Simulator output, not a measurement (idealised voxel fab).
Process module in this document: voxel wiring stack
It is cross-section cut that appears here, measuring 260 nm in width, its square cells being 5 nm in size.
In what follows, cross-sections appear as grids of square cells, described through bands that run from the top down, where every band is one or more rows of cells.
Band entry format. Leading values: height of top, height of bottom, nm. Remainder: materials in left-to-right order, each with its width in nm. Special words: "all across" on a single material, which then fills the band edge to edge; "blank", empty space.
Heads up on the height convention: 0 is the point under which the incoming wafer is all one material, and the lowest band has no bottom, it just keeps going down, like "z 0 and below".
Quick explanation for "30 to 40": the width changes in equal steps down the rows of cells, from the first number in the band's top row to the second number in its bottom row.
Step note "left unchanged" = no cross-section cell changed.
Closed empty spaces (no open way to the top) of 8 cells or more are what "Cavities, sealed" lists, each as width x height at distance from the left edge, nm for all three.
Text after the settings on a step's line: the simulator's own remark on that step.
"overlay nm", when on a step's line for a step with a mask, measures how far to the right of its planned place the mask lay; a negative measure means to the left.
### The steps planned for the process are as follows
- 1: op RECEIVE | material Si
- 2: op CONFORMAL_DEP | material SiO2 | thk nm 15
- 3: op DIRECTIONAL_DEP | material TiN | thk nm 5
- 4: op DIRECTIONAL_DEP | material W | thk nm 25
- 5: op MASKED_ETCH | tone cover | mask id METAL_1 | width nm 30 | pitch nm 55 | etch materials W | depth nm 25 | overlay nm 0
- 6: op MASKED_ETCH | tone cover | mask id METAL_1 | width nm 30 | pitch nm 55 | etch materials TiN | depth nm 5 | overlay nm 0
- 7: op FILL_DEP | material lowk | thk nm 5
- 8: op CMP | height nm 45
- 9: op CONFORMAL_DEP | material SiCN | thk nm 5
- 10: op DIRECTIONAL_DEP | material lowk | thk nm 10
- 11: op MASKED_ETCH | tone open | mask id PLUG_1 | width nm 15 | etch materials lowk | depth nm 10 | overlay nm 0
- 12: op MASKED_ETCH | tone open | mask id PLUG_1 | width nm 15 | etch materials SiCN | depth nm 5 | overlay nm 0
- 13: op EPI | material Ru | thk nm 10
- 14: op EPI | material Ru | thk nm 5
- 15: op DIRECTIONAL_DEP | material TiN | thk nm 5
- 16: op DIRECTIONAL_DEP | material W | thk nm 15
- 17: op PATTERN | tone cover | mask id METAL_2 | material resist | width nm 30 | pitch nm 55 | thk nm 15 | overlay nm 0
- 18: op DIRECTIONAL_ETCH | etch materials W | depth nm 15
- 19: op DIRECTIONAL_ETCH | etch materials TiN | depth nm 5
- 20: op STRIP | etch materials resist
- 21: op FILL_DEP | material lowk | thk nm 10
- 22: op CMP | height nm 80
- 23: op CONFORMAL_DEP | material SiCN | thk nm 5
- 24: op DIRECTIONAL_DEP | material lowk | thk nm 15
- 25: op PATTERN | tone open | mask id PLUG_2 | material resist | width nm 15 | pitch nm 55 | thk nm 20 | overlay nm 0
- 26: op DIRECTIONAL_ETCH | etch materials lowk | depth nm 15
- 27: op DIRECTIONAL_ETCH | etch materials SiCN | depth nm 5
- 28: op STRIP | etch materials resist
- 29: op EPI | material Ru | thk nm 10
- 30: op EPI | material Ru | thk nm 10
- 31: op CONFORMAL_DEP | material SiCN | thk nm 5
- 32: op DIRECTIONAL_DEP | material lowk | thk nm 20
- 33: op DIRECTIONAL_DEP | material aC | thk nm 10
- 34: op PATTERN | tone open | mask id METAL_3 | material resist | width nm 30 | pitch nm 55 | thk nm 25 | overlay nm 0
- 35: op DIRECTIONAL_ETCH | etch materials aC | depth nm 10
- 36: op STRIP | etch materials resist
- 37: op DIRECTIONAL_ETCH | etch materials lowk | depth nm 20
- 38: op DIRECTIONAL_ETCH | etch materials SiCN | depth nm 5
- 39: op STRIP | etch materials aC
- 40: op CONFORMAL_DEP | material TiN | thk nm 5
- 41: op FILL_DEP | material Ru | thk nm 10
- 42: op CMP | height nm 125
- 43: op CONFORMAL_DEP | material SiCN | thk nm 5
- 44: op DIRECTIONAL_DEP | material SiO2 | thk nm 10
- 45: op MASKED_ETCH | tone open | mask id PLUG_3 | width nm 15 | pitch nm 55 | etch materials SiO2 | depth nm 10 | overlay nm 0
- 46: op MASKED_ETCH | tone open | mask id PLUG_3 | width nm 15 | pitch nm 55 | etch materials SiCN | depth nm 5 | overlay nm 0
- 47: op CONFORMAL_DEP | material TiN | thk nm 5
- 48: op FILL_DEP | material W | thk nm 10
- 49: op CMP | height nm 140
- 50: op CONFORMAL_DEP | material SiN | thk nm 5
- 51: op DIRECTIONAL_DEP | material SiO2 | thk nm 20
- 52: op PATTERN | tone open | mask id METAL_4 | material resist | width nm 30 | pitch nm 55 | thk nm 20 | overlay nm 0
- 53: op DIRECTIONAL_ETCH | etch materials SiO2 | depth nm 20
- 54: op DIRECTIONAL_ETCH | etch materials SiN | depth nm 5
- 55: op STRIP | etch materials resist
- 56: op CONFORMAL_DEP | material TiN | thk nm 5
- 57: op FILL_DEP | material Cu | thk nm 10
- 58: op CMP | height nm 165
- 59: op EPI | material Ru | thk nm 5
- 60: op FILL_DEP | material SiCN | thk nm 5
### As received (post step 1): cross-section
* z 0 and below | Si all across
* Cavities, sealed: none
### Cross-sectional view of the first of the two wafers upon completion of the module, processed in accordance with the plan
* z 175 to 170 | SiCN all across
* z 170 to 165 | SiCN: 80, then Ru: 40, then SiCN: 15, then Ru: 40, then SiCN: 85
* z 165 to 145 | SiO2: 85, then TiN: 5, then Cu: 20, then TiN: 5, then SiO2: 25, then TiN: 5, then Cu: 20, then TiN: 5, then SiO2: 90
* z 145 to 140 | SiN: 85, then TiN: 30, then SiN: 25, then TiN: 30, then SiN: 90
* z 140 to 130 | SiO2: 85, then TiN: 5, then W: 5, then TiN: 5, then SiO2: 40, then TiN: 5, then W: 5, then TiN: 5, then SiO2: 105
* z 130 to 125 | SiCN: 85, then TiN: 15, then SiCN: 40, then TiN: 15, then SiCN: 105
* z 125 to 105 | lowk: 85, then TiN: 5, then Ru: 20, then TiN: 5, then lowk: 25, then TiN: 5, then Ru: 20, then TiN: 5, then lowk: 90
* z 105 to 100 | SiCN: 85, then TiN: 30, then SiCN: 25, then TiN: 30, then SiCN: 90
* z 100 to 85 | lowk: 85, then Ru: 15, then lowk: 40, then Ru: 15, then lowk: 105
* z 85 to 80 | SiCN: 85, then Ru: 15, then SiCN: 40, then Ru: 15, then SiCN: 105
* z 80 to 65 | lowk: 85, then W: 30, then lowk: 25, then W: 30, then lowk: 90
* z 65 to 60 | lowk: 85, then TiN: 30, then lowk: 25, then TiN: 30, then lowk: 90
* z 60 to 50 | lowk: 85, then Ru: 15, then lowk: 160
* z 50 to 45 | SiCN: 85, then Ru: 15, then SiCN: 160
* z 45 to 20 | lowk: 85, then W: 30, then lowk: 25, then W: 30, then lowk: 90
* z 20 to 15 | lowk: 85, then TiN: 30, then lowk: 25, then TiN: 30, then lowk: 90
* z 15 to 0 | SiO2 all across
* z 0 and below | Si all across
* Cavities, sealed: none
### Cross-section, wafer two of two, end of module: same start and plan as wafer one, one error in execution
* z 175 to 170 | SiCN all across
* z 170 to 165 | SiCN: 80, then Ru: 40, then SiCN: 15, then Ru: 40, then SiCN: 85
* z 165 to 145 | SiO2: 85, then TiN: 5, then Cu: 20, then TiN: 5, then SiO2: 25, then TiN: 5, then Cu: 20, then TiN: 5, then SiO2: 90
* z 145 to 140 | SiN: 85, then TiN: 30, then SiN: 25, then TiN: 30, then SiN: 90
* z 140 to 130 | SiO2: 85, then TiN: 5, then W: 5, then TiN: 5, then SiO2: 40, then TiN: 5, then W: 5, then TiN: 5, then SiO2: 105
* z 130 to 125 | SiCN: 85, then TiN: 15, then SiCN: 40, then TiN: 15, then SiCN: 105
* z 125 to 105 | lowk: 85, then TiN: 5, then Ru: 20, then TiN: 5, then lowk: 25, then TiN: 5, then Ru: 20, then TiN: 5, then lowk: 90
* z 105 to 95 | SiCN: 85 to 90, then TiN: 30 to 5, then SiCN: 25 to 50, then TiN: 30 to 5, then SiCN: 90 to 110
* z 95 to 80 | lowk all across
* z 80 to 65 | lowk: 85, then W: 30, then lowk: 25, then W: 30, then lowk: 90
* z 65 to 60 | lowk: 85, then TiN: 30, then lowk: 25, then TiN: 30, then lowk: 90
* z 60 to 50 | lowk: 85, then Ru: 15, then lowk: 160
* z 50 to 45 | SiCN: 85, then Ru: 15, then SiCN: 160
* z 45 to 20 | lowk: 85, then W: 30, then lowk: 25, then W: 30, then lowk: 90
* z 20 to 15 | lowk: 85, then TiN: 30, then lowk: 25, then TiN: 30, then lowk: 90
* z 15 to 0 | SiO2 all across
* z 0 and below | Si all across
* Cavities, sealed: none
Finding, execution versus plan: order of steps 23 and 24 inverted relative to the plan
Cell-count delta at end, second wafer over first, by material: Ru: 24 fewer, SiCN: 4 more, TiN: 2 more, lowk: 18 more
